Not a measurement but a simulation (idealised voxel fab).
Documented hereafter: the process module known as voxel self aligned contacts.
For reference, the cross-section in this document is cut, with width 245 nm and square cells of 5 nm.
Bands, listed from the top down, are how a cross-section gets written in this document; the cross-section itself is a grid of square cells, and a band is one or more rows of them.
What a band's entry tells you: where the top is and where the bottom is, as heights in nm, and after that what lies inside, material by material from left to right, each with its width in nm. Empty space is written as the word "empty", and a single material marked with the word "throughout" occupies the band from edge to edge.
A quick word on heights: they are counted from 0, and under that level the wafer as it came to us is one material throughout. The lowest band is different from the rest in having no bottom; it simply continues downward, written as in "0 and below".
The expression "30->40" gives the width at the extremes of the band, the first number at its top row of cells and the second at its bottom row, with the width changing by equal amounts from each row to the next in between.
"no alterations made" means the step left every cell of the cross-section as it was.
Listed in "Encapsulated voids": every empty space of 8 or more cells without an open way to the top. Form: width x height at distance, the distance being from the left edge, all in nm.
Text after the settings on a step's line: the simulator's own remark on that step.
"overlay nm" on a masked step: distance the mask lay right of its planned place, negative for left.

# The planned process steps are enumerated hereunder
1,op RECEIVE | material Si
2,op OXIDIZE | depth nm 5
3,op DIRECTIONAL_DEP | material polySi | thk nm 25
4,op DIRECTIONAL_DEP | material SiN | thk nm 15
5,op DIRECTIONAL_DEP | material aC | thk nm 15
6,op PATTERN | tone cover | mask id GATE | material resist | width nm 35 | pitch nm 70 | thk nm 35 | overlay nm 0
7,op DIRECTIONAL_ETCH | etch materials aC | depth nm 15
8,op STRIP | etch materials resist
9,op DIRECTIONAL_ETCH | etch materials SiN | depth nm 15
10,op DIRECTIONAL_ETCH | etch materials polySi | depth nm 25
11,op STRIP | etch materials aC
12,op CONFORMAL_DEP | material SiN | thk nm 5
13,op DIRECTIONAL_ETCH | etch materials SiN | depth nm 5
14,op FILL_DEP | material SiO2 | thk nm 10
15,op CMP | height nm 35
16,op PATTERN | tone open | mask id CONTACT | material resist | width nm 55 | thk nm 15 | overlay nm 0
17,op DIRECTIONAL_ETCH | etch materials SiO2 | depth nm 50
18,op STRIP | etch materials resist
19,op CONFORMAL_DEP | material TiN | thk nm 5
20,op FILL_DEP | material W | thk nm 10
21,op CMP | height nm 45
22,op CONFORMAL_DEP | material SiN | thk nm 5
For this document, wafers share an identical start and vary in the step 15 height nm; the plan quotes the first wafer's value.

# Incoming state of the first of several wafers in cross-section: after step 1
  0 and below  Si throughout
  Encapsulated voids: none

# Tabulated below, wafer by wafer, are the end-of-module results: for each material, the number of cells gained (+) or lost (-) relative to the as-received state, followed by the closed voids
height nm 35; -49 Si; +105 SiN; +226 SiO2; +65 TiN; +73 W; +70 polySi; Encapsulated voids: none
height nm 40; -49 Si; +123 SiN; +252 SiO2; +67 TiN; +27 W; +70 polySi; Encapsulated voids: none
height nm 45; -49 Si; +123 SiN; +290 SiO2; +29 TiN; +27 W; +70 polySi; Encapsulated voids: none
height nm 50; -49 Si; +123 SiN; +295 SiO2; +27 TiN; +24 W; +70 polySi; Encapsulated voids: none
